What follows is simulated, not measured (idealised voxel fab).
process module | voxel gate over fins
cross-section cut | 225 nm wide | cells 5 nm
A cross-section is a grid of square cells, given in bands from the top down. A band is one or more rows of cells.
Each band's line starts with the height of the band's top and of its bottom, in nm. Then come its materials from left to right, each with its width in nm. One material with "throughout" fills the band from edge to edge. "air" is empty space.
Height 0 is the level under which the wafer as received is all one material. The lowest band goes on downwards, as in "0 down".
A width such as "30 to 40" changes by the same amount from each row of cells to the next, from the band's top row to its bottom row.
"no change" after a step means that no cell of the cross-section changed.
closed voids: empty space of 8 cells or more with no open way to the top, each as width x height at its distance from the left edge, in nm
after a step's settings: what the simulator itself notes on the step
overlay nm, on a step with a mask: how far to the right of its planned place the mask lay; to the left if negative
plan
1 op RECEIVE | material Si
2 op CONFORMAL_DEP | material SiN | thk nm 10
3 op DIRECTIONAL_DEP | material aC | thk nm 15
4 op PATTERN | tone cover | mask id FINS | material resist | width nm 15 | pitch nm 35 | thk nm 30 | overlay nm 0
5 op DIRECTIONAL_ETCH | etch materials aC | depth nm 15
6 op STRIP | etch materials resist
7 op DIRECTIONAL_ETCH | etch materials SiN | depth nm 10
8 op DIRECTIONAL_ETCH | etch materials Si | depth nm 40
9 op STRIP | etch materials aC
10 op OXIDIZE | depth nm 5
11 op FILL_DEP | material SiO2 | thk nm 10
12 op CMP | height nm 10
13 op SELECTIVE_ETCH | etch materials SiO2 | depth nm 20
14 op STRIP | etch materials SiN
15 op CONFORMAL_DEP | material HfO2 | thk nm 5
16 op CONFORMAL_DEP | material TiN | thk nm 5
17 op CONFORMAL_DEP | material TiAl | thk nm 5
18 op CONFORMAL_DEP | material TiN | thk nm 5
19 op FILL_DEP | material W | thk nm 10
20 op CMP | height nm 25
21 op CONFORMAL_DEP | material SiN | thk nm 10
as received, after step 1
  0 down: Si throughout
  closed voids: none
first wafer at the end, as planned
  35 to 25: SiN throughout
  25 to 20: W throughout
  20 to 15: W 35 | TiN 150 | W 40
  15 to 10: W 35 | TiN 5 | TiAl 140 | TiN 5 | W 40
  10 to 5: TiN 40 | TiAl 5 | TiN 25 | TiAl 10 | TiN 25 | TiAl 10 | TiN 25 | TiAl 10 | TiN 25 | TiAl 5 | TiN 45
  5 to 0: TiAl 45 | TiN 5 | HfO2 15 | TiN 5 | TiAl 10 | TiN 5 | HfO2 15 | TiN 5 | TiAl 10 | TiN 5 | HfO2 15 | TiN 5 | TiAl 10 | TiN 5 | HfO2 15 | TiN 5 | TiAl 50
  0 to -5: TiN 50 | HfO2 5 | Si 5 | HfO2 5 | TiN 20 | HfO2 5 | Si 5 | HfO2 5 | TiN 20 | HfO2 5 | Si 5 | HfO2 5 | TiN 20 | HfO2 5 | Si 5 | HfO2 5 | TiN 55
  -5 to -10: HfO2 55 | Si 5 | HfO2 30 | Si 5 | HfO2 30 | Si 5 | HfO2 30 | Si 5 | HfO2 60
  -10 to -45: SiO2 55 | Si 5 | SiO2 30 | Si 5 | SiO2 30 | Si 5 | SiO2 30 | Si 5 | SiO2 60
  -45 down: Si throughout
  closed voids: none
second wafer at the end: like start, like plan, one mistake
  35 to 25: SiN throughout
  25 to 20: W throughout
  20 to 10: W 35 | TiN 150 | W 40
  10 to 5: TiN 45 | TiAl 25 | TiN 10 | TiAl 25 | TiN 10 | TiAl 25 | TiN 10 | TiAl 25 | TiN 50
  5 to 0: TiN 45 | TiAl 5 | HfO2 15 | TiAl 5 | TiN 10 | TiAl 5 | HfO2 15 | TiAl 5 | TiN 10 | TiAl 5 | HfO2 15 | TiAl 5 | TiN 10 | TiAl 5 | HfO2 15 | TiAl 5 | TiN 50
  0 to -5: TiAl 50 | HfO2 5 | Si 5 | HfO2 5 | TiAl 20 | HfO2 5 | Si 5 | HfO2 5 | TiAl 20 | HfO2 5 | Si 5 | HfO2 5 | TiAl 20 | HfO2 5 | Si 5 | HfO2 5 | TiAl 55
  -5 to -10: HfO2 55 | Si 5 | HfO2 30 | Si 5 | HfO2 30 | Si 5 | HfO2 30 | Si 5 | HfO2 60
  -10 to -45: SiO2 55 | Si 5 | SiO2 30 | Si 5 | SiO2 30 | Si 5 | SiO2 30 | Si 5 | SiO2 60
  -45 down: Si throughout
  closed voids: none
what went wrong: steps 16 and 17 were swapped
at the end the second wafer has, in cells: as many of each material as the first, in other places
